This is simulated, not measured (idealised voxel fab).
Herein follows the process module entitled voxel transistor to metal.
For reference, the cross-section in this document is cut, with width 140 nm and square cells of 5 nm.
Square cells in a grid make up a cross-section in this document, and the grid is given as bands, listed from the top down, each one or more rows of cells.
Heights first: top, then bottom, in nm. Then materials, left to right, each with a width in nm. "full width" on a single material: fills the band edge to edge. "air": empty space.
Heads up on the height convention: 0 is the point under which the incoming wafer is all one material, and the lowest band has no bottom, it just keeps going down, like "0..down".
When a width is written as two numbers, as in "30 to 40", the first number is the width in the top row of cells of the band and the second is the width in its bottom row, and the width changes by the same amount from each row to the next.
Where a step carries "no alteration", the cross-section came out of it unchanged, cell for cell.
"Unvented voids" contains a list of empty spaces, each no smaller than 8 cells and without an open way to the top, written in the form width x height at distance with the distance from the left edge and all three in nm.
Step line, after settings: the simulator's comment on this step.
Regarding "overlay nm": on a step with a mask, it is the distance the mask lay to the right of its planned place; a negative value places it to the left.
Note: before/after cross-section pairs follow, one process step per pair, after-side truncated at the lowest changed band, step and settings given beneath. Different runs of this module on the same starting wafer may supply the pairs; a pair continues the one above only where the "Pre-step" entry says so.
Pre-step
  30..20 | SiO2 (25) / TiN (5) / W (5) / TiN (5) / SiO2 (60) / TiN (5) / W (5) / TiN (5) / SiO2 (25)
  20..15 | SiO2 (25) / TiN (5) / W (5) / TiN (5) / SiO2 (5) / SiN (10) / HfO2 (5) / TiN (5) / W (10) / TiN (5) / HfO2 (5) / SiN (10) / SiO2 (5) / TiN (5) / W (5) / TiN (5) / SiO2 (25)
  15..10 | SiO2 (25) / TiN (15) / SiO2 (5) / SiN (10) / HfO2 (5) / TiN (5) / W (10) / TiN (5) / HfO2 (5) / SiN (10) / SiO2 (5) / TiN (15) / SiO2 (25)
  10..5 | SiO2 (20) / SiGe (25) / SiN (10) / HfO2 (5) / TiN (5) / W (10) / TiN (5) / HfO2 (5) / SiN (10) / SiGe (25) / SiO2 (20)
  5..0 | SiO2 (15) / SiN (10) / SiGe (20) / SiN (10) / HfO2 (5) / TiN (20) / HfO2 (5) / SiN (10) / SiGe (20) / SiN (10) / SiO2 (15)
  0..-5 | SiO2 (25) / SiGe (20) / SiO2 (5) / HfO2 (40) / SiO2 (5) / SiGe (20) / SiO2 (25)
  -5..-20 | SiO2 (20) / Si (5) / SiGe (20) / Si (50) / SiGe (20) / Si (5) / SiO2 (20)
  -20..-35 | SiO2 (20) / Si (100) / SiO2 (20)
  -35..down | Si full width
  Unvented voids: none
after
  50..30 | lowk full width
  No changes below 30.
  Unvented voids: none
Step, pre vs post cross-sections above: DIRECTIONAL_DEP: material lowk, thk nm 20
Pre-step: the after view from the pair directly above serves as the before view here.
after
  55..50 | SiN full width
  No changes below 50.
  Unvented voids: none
Step, pre vs post cross-sections above: CONFORMAL_DEP: material SiN, thk nm 5
Pre-step: the after view from the pair directly above serves as the before view here.
after
  55..50 | SiN (25) / air (15) / SiN (60) / air (15) / SiN (25)
  No changes below 50.
  Unvented voids: none
Step, pre vs post cross-sections above: MASKED_ETCH: tone open, mask id METAL_1, width nm 15, pitch nm 75, etch materials SiN, depth nm 5, overlay nm 0
Pre-step: the after view from the pair directly above serves as the before view here.
after
  60..55 | TiN (30) / air (5) / TiN (70) / air (5) / TiN (30)
  55..50 | SiN (25) / TiN (15) / SiN (60) / TiN (15) / SiN (25)
  No changes below 50.
  Unvented voids: none
Step, pre vs post cross-sections above: CONFORMAL_DEP: material TiN, thk nm 5
Pre-step: the after view from the pair directly above serves as the before view here.
after
  70..60 | Cu full width
  60..55 | TiN (30) / Cu (5) / TiN (70) / Cu (5) / TiN (30)
  No changes below 55.
  Unvented voids: none
Step, pre vs post cross-sections above: FILL_DEP: material Cu, thk nm 10
Pre-step: the after view from the pair directly above serves as the before view here.
after
  55..50 | SiN (25) / TiN (15) / SiN (60) / TiN (15) / SiN (25)
  No changes below 50.
  Unvented voids: none
Step, pre vs post cross-sections above: CMP: height nm 55
Pre-step: the after view from the pair directly above serves as the before view here.
after
  60..55 | SiN full width
  No changes below 55.
  Unvented voids: none
Step, pre vs post cross-sections above: CONFORMAL_DEP: material SiN, thk nm 5
Pre-step
  45..35 | SiO2 full width
  35..25 | SiO2 (45) / SiN (10) / SiCN (30) / SiN (10) / SiO2 (45)
  25..10 | SiO2 (45) / SiN (10) / polySi (30) / SiN (10) / SiO2 (45)
  10..5 | SiO2 (20) / SiGe (25) / SiN (10) / polySi (30) / SiN (10) / SiGe (25) / SiO2 (20)
  5..0 | SiO2 (15) / SiN (10) / SiGe (20) / SiN (10) / polySi (30) / SiN (10) / SiGe (20) / SiN (10) / SiO2 (15)
  0..-5 | SiO2 (25) / SiGe (20) / SiO2 (50) / SiGe (20) / SiO2 (25)
  -5..-20 | SiO2 (20) / Si (5) / SiGe (20) / Si (50) / SiGe (20) / Si (5) / SiO2 (20)
  -20..-35 | SiO2 (20) / Si (100) / SiO2 (20)
  -35..down | Si full width
  Unvented voids: none
after
  15..10 | SiO2 (45) / SiN (10) / polySi (30) / SiN (10) / SiO2 (45)
  No changes below 10.
  Unvented voids: none
Step, pre vs post cross-sections above: CMP: height nm 15
Pre-step: the after view from the pair directly above serves as the before view here.
after
  15..10 | SiO2 (45) / SiN (10) / air (30) / SiN (10) / SiO2 (45)
  10..5 | SiO2 (20) / SiGe (25) / SiN (10) / air (30) / SiN (10) / SiGe (25) / SiO2 (20)
  5..0 | SiO2 (15) / SiN (10) / SiGe (20) / SiN (10) / air (30) / SiN (10) / SiGe (20) / SiN (10) / SiO2 (15)
  No changes below 0.
  Unvented voids: none
Step, pre vs post cross-sections above: STRIP: etch materials polySi
Pre-step: the after view from the pair directly above serves as the before view here.
after
  15..10 | air (45) / SiN (10) / air (30) / SiN (10) / air (45)
  10..5 | SiO2 (20) / SiGe (25) / SiN (10) / air (30) / SiN (10) / SiGe (25) / SiO2 (20)
  5..0 | SiO2 (15) / SiN (10) / SiGe (20) / SiN (10) / air (30) / SiN (10) / SiGe (20) / SiN (10) / SiO2 (15)
  0..-5 | SiO2 (25) / SiGe (20) / SiO2 (5) / air (40) / SiO2 (5) / SiGe (20) / SiO2 (25)
  No changes below -5.
  Unvented voids: none
Step, pre vs post cross-sections above: SELECTIVE_ETCH: etch materials SiO2, depth nm 5
Pre-step: the after view from the pair directly above serves as the before view here.
after
  20..15 | air (40) / HfO2 (20) / air (20) / HfO2 (20) / air (40)
  15..10 | HfO2 (45) / SiN (10) / HfO2 (5) / air (20) / HfO2 (5) / SiN (10) / HfO2 (45)
  10..5 | SiO2 (20) / SiGe (25) / SiN (10) / HfO2 (5) / air (20) / HfO2 (5) / SiN (10) / SiGe (25) / SiO2 (20)
  5..0 | SiO2 (15) / SiN (10) / SiGe (20) / SiN (10) / HfO2 (5) / air (20) / HfO2 (5) / SiN (10) / SiGe (20) / SiN (10) / SiO2 (15)
  0..-5 | SiO2 (25) / SiGe (20) / SiO2 (5) / HfO2 (40) / SiO2 (5) / SiGe (20) / SiO2 (25)
  No changes below -5.
  Unvented voids: none
Step, pre vs post cross-sections above: CONFORMAL_DEP: material HfO2, thk nm 5
Pre-step: the after view from the pair directly above serves as the before view here.
after
  25..20 | air (35) / TiN (30) / air (10) / TiN (30) / air (35)
  20..15 | TiN (40) / HfO2 (20) / TiN (5) / air (10) / TiN (5) / HfO2 (20) / TiN (40)
  15..10 | HfO2 (45) / SiN (10) / HfO2 (5) / TiN (5) / air (10) / TiN (5) / HfO2 (5) / SiN (10) / HfO2 (45)
  10..5 | SiO2 (20) / SiGe (25) / SiN (10) / HfO2 (5) / TiN (5) / air (10) / TiN (5) / HfO2 (5) / SiN (10) / SiGe (25) / SiO2 (20)
  5..0 | SiO2 (15) / SiN (10) / SiGe (20) / SiN (10) / HfO2 (5) / TiN (20) / HfO2 (5) / SiN (10) / SiGe (20) / SiN (10) / SiO2 (15)
  No changes below 0.
  Unvented voids: none
Step, pre vs post cross-sections above: CONFORMAL_DEP: material TiN, thk nm 5
Pre-step: the after view from the pair directly above serves as the before view here.
after
  35..25 | W full width
  25..20 | W (35) / TiN (30) / W (10) / TiN (30) / W (35)
  20..15 | TiN (40) / HfO2 (20) / TiN (5) / W (10) / TiN (5) / HfO2 (20) / TiN (40)
  15..10 | HfO2 (45) / SiN (10) / HfO2 (5) / TiN (5) / W (10) / TiN (5) / HfO2 (5) / SiN (10) / HfO2 (45)
  10..5 | SiO2 (20) / SiGe (25) / SiN (10) / HfO2 (5) / TiN (5) / W (10) / TiN (5) / HfO2 (5) / SiN (10) / SiGe (25) / SiO2 (20)
  No changes below 5.
  Unvented voids: none
Step, pre vs post cross-sections above: FILL_DEP: material W, thk nm 10
Pre-step: the after view from the pair directly above serves as the before view here.
after
  20..15 | TiN (40) / HfO2 (20) / TiN (5) / W (10) / TiN (5) / HfO2 (20) / TiN (40)
  No changes below 15.
  Unvented voids: none
Step, pre vs post cross-sections above: CMP: height nm 20
Pre-step: the after view from the pair directly above serves as the before view here.
after
  30..20 | SiO2 full width
  No changes below 20.
  Unvented voids: none
Step, pre vs post cross-sections above: DIRECTIONAL_DEP: material SiO2, thk nm 10
Pre-step: the after view from the pair directly above serves as the before view here.
after
  30..20 | SiO2 (25) / air (15) / SiO2 (60) / air (15) / SiO2 (25)
  No changes below 20.
  Unvented voids: none
Step, pre vs post cross-sections above: MASKED_ETCH: tone open, mask id CONTACT, width nm 15, pitch nm 75, etch materials SiO2, depth nm 20, overlay nm 0
Pre-step: the after view from the pair directly above serves as the before view here.
after
  35..30 | TiN (30) / air (5) / TiN (70) / air (5) / TiN (30)
  30..25 | SiO2 (25) / TiN (5) / air (5) / TiN (5) / SiO2 (60) / TiN (5) / air (5) / TiN (5) / SiO2 (25)
  25..20 | SiO2 (25) / TiN (15) / SiO2 (60) / TiN (15) / SiO2 (25)
  No changes below 20.
  Unvented voids: none
Step, pre vs post cross-sections above: CONFORMAL_DEP: material TiN, thk nm 5
Pre-step: the after view from the pair directly above serves as the before view here.
after
  45..35 | W full width
  35..30 | TiN (30) / W (5) / TiN (70) / W (5) / TiN (30)
  30..25 | SiO2 (25) / TiN (5) / W (5) / TiN (5) / SiO2 (60) / TiN (5) / W (5) / TiN (5) / SiO2 (25)
  No changes below 25.
  Unvented voids: none
Step, pre vs post cross-sections above: FILL_DEP: material W, thk nm 10
Pre-step: the after view from the pair directly above serves as the before view here.
after
  30..25 | SiO2 (25) / TiN (5) / W (5) / TiN (5) / SiO2 (60) / TiN (5) / W (5) / TiN (5) / SiO2 (25)
  No changes below 25.
  Unvented voids: none
Step, pre vs post cross-sections above: CMP: height nm 30
Pre-step: the after view from the pair directly above serves as the before view here.
after
  35..30 | SiN full width
  No changes below 30.
  Unvented voids: none
Step, pre vs post cross-sections above: CONFORMAL_DEP: material SiN, thk nm 5
Pre-step: the after view from the pair directly above serves as the before view here.
after
  55..35 | lowk full width
  No changes below 35.
  Unvented voids: none
Step, pre vs post cross-sections above: DIRECTIONAL_DEP: material lowk, thk nm 20
Pre-step: the after view from the pair directly above serves as the before view here.
after
  55..35 | lowk (25) / air (15) / lowk (60) / air (15) / lowk (25)
  No changes below 35.
  Unvented voids: none
Step, pre vs post cross-sections above: MASKED_ETCH: tone open, mask id METAL_1, width nm 15, pitch nm 75, etch materials lowk, depth nm 20, overlay nm 0
Pre-step: the after view from the pair directly above serves as the before view here.
after
  55..35 | lowk (25) / air (15) / lowk (60) / air (15) / lowk (25)
  35..30 | SiN (25) / air (15) / SiN (60) / air (15) / SiN (25)
  No changes below 30.
  Unvented voids: none
Step, pre vs post cross-sections above: MASKED_ETCH: tone open, mask id METAL_1, width nm 15, pitch nm 75, etch materials SiN, depth nm 5, overlay nm 0
Pre-step: the after view from the pair directly above serves as the before view here.
after
  60..55 | TiN (30) / air (5) / TiN (70) / air (5) / TiN (30)
  55..35 | lowk (25) / TiN (5) / air (5) / TiN (5) / lowk (60) / TiN (5) / air (5) / TiN (5) / lowk (25)
  35..30 | SiN (25) / TiN (15) / SiN (60) / TiN (15) / SiN (25)
  No changes below 30.
  Unvented voids: none
Step, pre vs post cross-sections above: CONFORMAL_DEP: material TiN, thk nm 5
Pre-step: the after view from the pair directly above serves as the before view here.
after
  70..60 | Cu full width
  60..55 | TiN (30) / Cu (5) / TiN (70) / Cu (5) / TiN (30)
  55..35 | lowk (25) / TiN (5) / Cu (5) / TiN (5) / lowk (60) / TiN (5) / Cu (5) / TiN (5) / lowk (25)
  No changes below 35.
  Unvented voids: none
Step, pre vs post cross-sections above: FILL_DEP: material Cu, thk nm 10
Pre-step: the after view from the pair directly above serves as the before view here.
after
  55..35 | lowk (25) / TiN (5) / Cu (5) / TiN (5) / lowk (60) / TiN (5) / Cu (5) / TiN (5) / lowk (25)
  No changes below 35.
  Unvented voids: none
Step, pre vs post cross-sections above: CMP: height nm 55
Pre-step: the after view from the pair directly above serves as the before view here.
after
  60..55 | SiN full width
  No changes below 55.
  Unvented voids: none
Step, pre vs post cross-sections above: CONFORMAL_DEP: material SiN, thk nm 5
Pre-step
  15..5 | SiN full width
  5..0 | SiO2 full width
  0..down | Si full width
  Unvented voids: none
after
  15..5 | air (20) / SiN (105) / air (15)
  No changes below 5.
  Unvented voids: none
Step, pre vs post cross-sections above: MASKED_ETCH: tone cover, mask id ACTIVE, width nm 105, etch materials SiN, depth nm 10, overlay nm 0
Pre-step: the after view from the pair directly above serves as the before view here.
after
  15..5 | air (20) / SiN (105) / air (15)
  5..0 | air (20) / SiO2 (105) / air (15)
  No changes below 0.
  Unvented voids: none
Step, pre vs post cross-sections above: MASKED_ETCH: tone cover, mask id ACTIVE, width nm 100, etch materials SiO2, depth nm 5, overlay nm 0
Pre-step: the after view from the pair directly above serves as the before view here.
after
  15..5 | air (20) / SiN (105) / air (15)
  5..0 | air (20) / SiO2 (105) / air (15)
  0..-35 | air (20) / Si (105) / air (15)
  No changes below -35.
  Unvented voids: none
Step, pre vs post cross-sections above: MASKED_ETCH: tone cover, mask id ACTIVE, width nm 100, etch materials Si, depth nm 35, overlay nm 0
Pre-step: the after view from the pair directly above serves as the before view here.
after
  25..15 | SiO2 full width
  15..5 | SiO2 (20) / SiN (105) / SiO2 (15)
  5..0 | SiO2 full width
  0..-35 | SiO2 (20) / Si (105) / SiO2 (15)
  No changes below -35.
  Unvented voids: none
Step, pre vs post cross-sections above: FILL_DEP: material SiO2, thk nm 10
Pre-step: the after view from the pair directly above serves as the before view here.
after
  15..5 | SiO2 (20) / SiN (105) / SiO2 (15)
  No changes below 5.
  Unvented voids: none
Step, pre vs post cross-sections above: CMP: height nm 15
Pre-step: the after view from the pair directly above serves as the before view here.
after
  15..10 | air (20) / SiN (105) / air (15)
  No changes below 10.
  Unvented voids: none
Step, pre vs post cross-sections above: SELECTIVE_ETCH: etch materials SiO2, depth nm 5
Pre-step: the after view from the pair directly above serves as the before view here.
after
  10..5 | SiO2 (20) / air (105) / SiO2 (15)
  No changes below 5.
  Unvented voids: none
Step, pre vs post cross-sections above: STRIP: etch materials SiN
Pre-step: the after view from the pair directly above serves as the before view here.
after
  5..0 | SiO2 (15) / air (115) / SiO2 (10)
  No changes below 0.
  Unvented voids: none
Step, pre vs post cross-sections above: SELECTIVE_ETCH: etch materials SiO2, depth nm 5
Pre-step: the after view from the pair directly above serves as the before view here.
after
  5..0 | SiO2 (15) / air (115) / SiO2 (10)
  0..-5 | SiO2 full width
  No changes below -5.
  Unvented voids: none
Step, pre vs post cross-sections above: OXIDIZE: depth nm 5
Pre-step: the after view from the pair directly above serves as the before view here.
after
  30..25 | polySi (15) / air (115) / polySi (10)
  25..5 | polySi full width
  5..0 | SiO2 (15) / polySi (115) / SiO2 (10)
  No changes below 0.
  Unvented voids: none
Step, pre vs post cross-sections above: DIRECTIONAL_DEP: material polySi, thk nm 25
Pre-step: the after view from the pair directly above serves as the before view here.
after
  40..35 | SiCN (15) / air (115) / SiCN (10)
  35..30 | SiCN full width
  30..25 | polySi (15) / SiCN (115) / polySi (10)
  No changes below 25.
  Unvented voids: none
Step, pre vs post cross-sections above: DIRECTIONAL_DEP: material SiCN, thk nm 10
Pre-step: the after view from the pair directly above serves as the before view here.
after
  35..30 | air (55) / SiCN (30) / air (55)
  30..25 | polySi (15) / air (40) / SiCN (30) / air (45) / polySi (10)
  No changes below 25.
  Unvented voids: none
Step, pre vs post cross-sections above: MASKED_ETCH: tone cover, mask id GATE, width nm 30, etch materials SiCN, depth nm 20, overlay nm 0
Pre-step: the after view from the pair directly above serves as the before view here.
after
  35..25 | air (55) / SiCN (30) / air (55)
  25..5 | air (55) / polySi (30) / air (55)
  5..0 | SiO2 (15) / air (40) / polySi (30) / air (45) / SiO2 (10)
  No changes below 0.
  Unvented voids: none
Step, pre vs post cross-sections above: MASKED_ETCH: tone cover, mask id GATE, width nm 30, etch materials polySi, depth nm 35, overlay nm 0
Pre-step: the after view from the pair directly above serves as the before view here.
after
  45..35 | air (45) / SiN (50) / air (45)
  35..25 | air (45) / SiN (10) / SiCN (30) / SiN (10) / air (45)
  25..15 | air (45) / SiN (10) / polySi (30) / SiN (10) / air (45)
  15..10 | SiN (25) / air (20) / SiN (10) / polySi (30) / SiN (10) / air (25) / SiN (20)
  10..5 | SiN (55) / polySi (30) / SiN (55)
  5..0 | SiO2 (15) / SiN (40) / polySi (30) / SiN (45) / SiO2 (10)
  No changes below 0.
  Unvented voids: none
Step, pre vs post cross-sections above: CONFORMAL_DEP: material SiN, thk nm 10
Pre-step: the after view from the pair directly above serves as the before view here.
after
  35..25 | air (45) / SiN (10) / SiCN (30) / SiN (10) / air (45)
  25..5 | air (45) / SiN (10) / polySi (30) / SiN (10) / air (45)
  5..0 | SiO2 (15) / SiN (10) / air (20) / SiN (10) / polySi (30) / SiN (10) / air (25) / SiN (10) / SiO2 (10)
  No changes below 0.
  Unvented voids: none
Step, pre vs post cross-sections above: DIRECTIONAL_ETCH: etch materials SiN, depth nm 10
Pre-step: the after view from the pair directly above serves as the before view here.
after
  35..25 | air (45) / SiN (10) / SiCN (30) / SiN (10) / air (45)
  25..5 | air (45) / SiN (10) / polySi (30) / SiN (10) / air (45)
  5..0 | air (15) / SiN (10) / air (20) / SiN (10) / polySi (30) / SiN (10) / air (25) / SiN (10) / air (10)
  0..-5 | SiO2 (25) / air (20) / SiO2 (50) / air (25) / SiO2 (20)
  No changes below -5.
  Unvented voids: none
Step, pre vs post cross-sections above: DIRECTIONAL_ETCH: etch materials SiO2, depth nm 5
Pre-step: the after view from the pair directly above serves as the before view here.
after
  35..25 | air (45) / SiN (10) / SiCN (30) / SiN (10) / air (45)
  25..5 | air (45) / SiN (10) / polySi (30) / SiN (10) / air (45)
  5..0 | air (15) / SiN (10) / air (20) / SiN (10) / polySi (30) / SiN (10) / air (25) / SiN (10) / air (10)
  0..-5 | SiO2 (25) / air (20) / SiO2 (50) / air (25) / SiO2 (20)
  -5..-20 | SiO2 (20) / Si (5) / air (20) / Si (50) / air (25) / Si (5) / SiO2 (15)
  No changes below -20.
  Unvented voids: none
Step, pre vs post cross-sections above: DIRECTIONAL_ETCH: etch materials Si, depth nm 15
Pre-step: the after view from the pair directly above serves as the before view here.
after
  35..25 | air (45) / SiN (10) / SiCN (30) / SiN (10) / air (45)
  25..10 | air (45) / SiN (10) / polySi (30) / SiN (10) / air (45)
  10..5 | air (20) / SiGe (25) / SiN (10) / polySi (30) / SiN (10) / SiGe (30) / air (15)
  5..0 | air (15) / SiN (10) / SiGe (20) / SiN (10) / polySi (30) / SiN (10) / SiGe (25) / SiN (10) / air (10)
  0..-5 | SiO2 (25) / SiGe (20) / SiO2 (50) / SiGe (25) / SiO2 (20)
  -5..-20 | SiO2 (20) / Si (5) / SiGe (20) / Si (50) / SiGe (25) / Si (5) / SiO2 (15)
  No changes below -20.
  Unvented voids: none
Step, pre vs post cross-sections above: EPI: material SiGe, thk nm 15
Pre-step: the after view from the pair directly above serves as the before view here.
after
  45..35 | SiO2 full width
  35..25 | SiO2 (45) / SiN (10) / SiCN (30) / SiN (10) / SiO2 (45)
  25..10 | SiO2 (45) / SiN (10) / polySi (30) / SiN (10) / SiO2 (45)
  10..5 | SiO2 (20) / SiGe (25) / SiN (10) / polySi (30) / SiN (10) / SiGe (30) / SiO2 (15)
  5..0 | SiO2 (15) / SiN (10) / SiGe (20) / SiN (10) / polySi (30) / SiN (10) / SiGe (25) / SiN (10) / SiO2 (10)
  No changes below 0.
  Unvented voids: none
Step, pre vs post cross-sections above: FILL_DEP: material SiO2, thk nm 10
Pre-step: the after view from the pair directly above serves as the before view here.
after
  25..10 | SiO2 (45) / SiN (10) / polySi (30) / SiN (10) / SiO2 (45)
  No changes below 10.
  Unvented voids: none
Step, pre vs post cross-sections above: CMP: height nm 25
Pre-step: the after view from the pair directly above serves as the before view here.
after
  25..10 | SiO2 (45) / SiN (10) / air (30) / SiN (10) / SiO2 (45)
  10..5 | SiO2 (20) / SiGe (25) / SiN (10) / air (30) / SiN (10) / SiGe (30) / SiO2 (15)
  5..0 | SiO2 (15) / SiN (10) / SiGe (20) / SiN (10) / air (30) / SiN (10) / SiGe (25) / SiN (10) / SiO2 (10)
  No changes below 0.
  Unvented voids: none
Step, pre vs post cross-sections above: STRIP: etch materials polySi
Pre-step: the after view from the pair directly above serves as the before view here.
after
  25..20 | air (45) / SiN (10) / air (30) / SiN (10) / air (45)
  20..10 | SiO2 (45) / SiN (10) / air (30) / SiN (10) / SiO2 (45)
  10..5 | SiO2 (20) / SiGe (25) / SiN (10) / air (30) / SiN (10) / SiGe (30) / SiO2 (15)
  5..0 | SiO2 (15) / SiN (10) / SiGe (20) / SiN (10) / air (30) / SiN (10) / SiGe (25) / SiN (10) / SiO2 (10)
  0..-5 | SiO2 (25) / SiGe (20) / SiO2 (5) / air (40) / SiO2 (5) / SiGe (25) / SiO2 (20)
  No changes below -5.
  Unvented voids: none
Step, pre vs post cross-sections above: SELECTIVE_ETCH: etch materials SiO2, depth nm 5
Pre-step: the after view from the pair directly above serves as the before view here.
after
  30..25 | air (40) / HfO2 (20) / air (20) / HfO2 (20) / air (40)
  25..20 | HfO2 (45) / SiN (10) / HfO2 (5) / air (20) / HfO2 (5) / SiN (10) / HfO2 (45)
  20..10 | SiO2 (45) / SiN (10) / HfO2 (5) / air (20) / HfO2 (5) / SiN (10) / SiO2 (45)
  10..5 | SiO2 (20) / SiGe (25) / SiN (10) / HfO2 (5) / air (20) / HfO2 (5) / SiN (10) / SiGe (30) / SiO2 (15)
  5..0 | SiO2 (15) / SiN (10) / SiGe (20) / SiN (10) / HfO2 (5) / air (20) / HfO2 (5) / SiN (10) / SiGe (25) / SiN (10) / SiO2 (10)
  0..-5 | SiO2 (25) / SiGe (20) / SiO2 (5) / HfO2 (40) / SiO2 (5) / SiGe (25) / SiO2 (20)
  No changes below -5.
  Unvented voids: none
Step, pre vs post cross-sections above: CONFORMAL_DEP: material HfO2, thk nm 5
Pre-step: the after view from the pair directly above serves as the before view here.
after
  35..30 | air (35) / TiN (30) / air (10) / TiN (30) / air (35)
  30..25 | TiN (40) / HfO2 (20) / TiN (5) / air (10) / TiN (5) / HfO2 (20) / TiN (40)
  25..20 | HfO2 (45) / SiN (10) / HfO2 (5) / TiN (5) / air (10) / TiN (5) / HfO2 (5) / SiN (10) / HfO2 (45)
  20..10 | SiO2 (45) / SiN (10) / HfO2 (5) / TiN (5) / air (10) / TiN (5) / HfO2 (5) / SiN (10) / SiO2 (45)
  10..5 | SiO2 (20) / SiGe (25) / SiN (10) / HfO2 (5) / TiN (5) / air (10) / TiN (5) / HfO2 (5) / SiN (10) / SiGe (30) / SiO2 (15)
  5..0 | SiO2 (15) / SiN (10) / SiGe (20) / SiN (10) / HfO2 (5) / TiN (20) / HfO2 (5) / SiN (10) / SiGe (25) / SiN (10) / SiO2 (10)
  No changes below 0.
  Unvented voids: none
Step, pre vs post cross-sections above: CONFORMAL_DEP: material TiN, thk nm 5
Pre-step: the after view from the pair directly above serves as the before view here.
after
  45..35 | W full width
  35..30 | W (35) / TiN (30) / W (10) / TiN (30) / W (35)
  30..25 | TiN (40) / HfO2 (20) / TiN (5) / W (10) / TiN (5) / HfO2 (20) / TiN (40)
  25..20 | HfO2 (45) / SiN (10) / HfO2 (5) / TiN (5) / W (10) / TiN (5) / HfO2 (5) / SiN (10) / HfO2 (45)
  20..10 | SiO2 (45) / SiN (10) / HfO2 (5) / TiN (5) / W (10) / TiN (5) / HfO2 (5) / SiN (10) / SiO2 (45)
  10..5 | SiO2 (20) / SiGe (25) / SiN (10) / HfO2 (5) / TiN (5) / W (10) / TiN (5) / HfO2 (5) / SiN (10) / SiGe (30) / SiO2 (15)
  No changes below 5.
  Unvented voids: none
Step, pre vs post cross-sections above: FILL_DEP: material W, thk nm 10
Pre-step: the after view from the pair directly above serves as the before view here.
after
  20..10 | SiO2 (45) / SiN (10) / HfO2 (5) / TiN (5) / W (10) / TiN (5) / HfO2 (5) / SiN (10) / SiO2 (45)
  No changes below 10.
  Unvented voids: none
Step, pre vs post cross-sections above: CMP: height nm 20
Pre-step: the after view from the pair directly above serves as the before view here.
after
  30..20 | SiO2 full width
  No changes below 20.
  Unvented voids: none
Step, pre vs post cross-sections above: DIRECTIONAL_DEP: material SiO2, thk nm 10
Pre-step: the after view from the pair directly above serves as the before view here.
after
  30..20 | SiO2 (25) / air (15) / SiO2 (60) / air (15) / SiO2 (25)
  20..10 | SiO2 (25) / air (15) / SiO2 (5) / SiN (10) / HfO2 (5) / TiN (5) / W (10) / TiN (5) / HfO2 (5) / SiN (10) / SiO2 (5) / air (15) / SiO2 (25)
  No changes below 10.
  Unvented voids: none
Step, pre vs post cross-sections above: MASKED_ETCH: tone open, mask id CONTACT, width nm 15, pitch nm 75, etch materials SiO2, depth nm 20, overlay nm 0
Pre-step: the after view from the pair directly above serves as the before view here.
after
  35..30 | TiN (30) / air (5) / TiN (70) / air (5) / TiN (30)
  30..20 | SiO2 (25) / TiN (5) / air (5) / TiN (5) / SiO2 (60) / TiN (5) / air (5) / TiN (5) / SiO2 (25)
  20..15 | SiO2 (25) / TiN (5) / air (5) / TiN (5) / SiO2 (5) / SiN (10) / HfO2 (5) / TiN (5) / W (10) / TiN (5) / HfO2 (5) / SiN (10) / SiO2 (5) / TiN (5) / air (5) / TiN (5) / SiO2 (25)
  15..10 | SiO2 (25) / TiN (15) / SiO2 (5) / SiN (10) / HfO2 (5) / TiN (5) / W (10) / TiN (5) / HfO2 (5) / SiN (10) / SiO2 (5) / TiN (15) / SiO2 (25)
  No changes below 10.
  Unvented voids: none
Step, pre vs post cross-sections above: CONFORMAL_DEP: material TiN, thk nm 5
Pre-step: the after view from the pair directly above serves as the before view here.
after
  45..35 | W full width
  35..30 | TiN (30) / W (5) / TiN (70) / W (5) / TiN (30)
  30..20 | SiO2 (25) / TiN (5) / W (5) / TiN (5) / SiO2 (60) / TiN (5) / W (5) / TiN (5) / SiO2 (25)
  20..15 | SiO2 (25) / TiN (5) / W (5) / TiN (5) / SiO2 (5) / SiN (10) / HfO2 (5) / TiN (5) / W (10) / TiN (5) / HfO2 (5) / SiN (10) / SiO2 (5) / TiN (5) / W (5) / TiN (5) / SiO2 (25)
  No changes below 15.
  Unvented voids: none
Step, pre vs post cross-sections above: FILL_DEP: material W, thk nm 10
Pre-step: the after view from the pair directly above serves as the before view here.
after
  30..20 | SiO2 (25) / TiN (5) / W (5) / TiN (5) / SiO2 (60) / TiN (5) / W (5) / TiN (5) / SiO2 (25)
  No changes below 20.
  Unvented voids: none
Step, pre vs post cross-sections above: CMP: height nm 30
Pre-step: the after view from the pair directly above serves as the before view here.
after
  35..30 | SiN full width
  No changes below 30.
  Unvented voids: none
Step, pre vs post cross-sections above: CONFORMAL_DEP: material SiN, thk nm 5
Pre-step: the after view from the pair directly above serves as the before view here.
after
  55..35 | lowk full width
  No changes below 35.
  Unvented voids: none
Step, pre vs post cross-sections above: DIRECTIONAL_DEP: material lowk, thk nm 20
Pre-step: the after view from the pair directly above serves as the before view here.
after
  55..35 | lowk (25) / air (15) / lowk (60) / air (15) / lowk (25)
  No changes below 35.
  Unvented voids: none
Step, pre vs post cross-sections above: MASKED_ETCH: tone open, mask id METAL_1, width nm 15, pitch nm 75, etch materials lowk, depth nm 20, overlay nm 0
Pre-step: the after view from the pair directly above serves as the before view here.
after
  55..35 | lowk (25) / air (15) / lowk (60) / air (15) / lowk (25)
  35..30 | SiN (25) / air (15) / SiN (60) / air (15) / SiN (25)
  No changes below 30.
  Unvented voids: none
Step, pre vs post cross-sections above: MASKED_ETCH: tone open, mask id METAL_1, width nm 15, pitch nm 75, etch materials SiN, depth nm 5, overlay nm 0
Pre-step: the after view from the pair directly above serves as the before view here.
after
  60..55 | TiN (30) / air (5) / TiN (70) / air (5) / TiN (30)
  55..35 | lowk (25) / TiN (5) / air (5) / TiN (5) / lowk (60) / TiN (5) / air (5) / TiN (5) / lowk (25)
  35..30 | SiN (25) / TiN (15) / SiN (60) / TiN (15) / SiN (25)
  No changes below 30.
  Unvented voids: none
Step, pre vs post cross-sections above: CONFORMAL_DEP: material TiN, thk nm 5
Pre-step: the after view from the pair directly above serves as the before view here.
after
  70..60 | Cu full width
  60..55 | TiN (30) / Cu (5) / TiN (70) / Cu (5) / TiN (30)
  55..35 | lowk (25) / TiN (5) / Cu (5) / TiN (5) / lowk (60) / TiN (5) / Cu (5) / TiN (5) / lowk (25)
  No changes below 35.
  Unvented voids: none
Step, pre vs post cross-sections above: FILL_DEP: material Cu, thk nm 10
Pre-step: the after view from the pair directly above serves as the before view here.
after
  55..35 | lowk (25) / TiN (5) / Cu (5) / TiN (5) / lowk (60) / TiN (5) / Cu (5) / TiN (5) / lowk (25)
  No changes below 35.
  Unvented voids: none
Step, pre vs post cross-sections above: CMP: height nm 55
Pre-step: the after view from the pair directly above serves as the before view here.
after
  60..55 | SiN full width
  No changes below 55.
  Unvented voids: none
Step, pre vs post cross-sections above: CONFORMAL_DEP: material SiN, thk nm 5
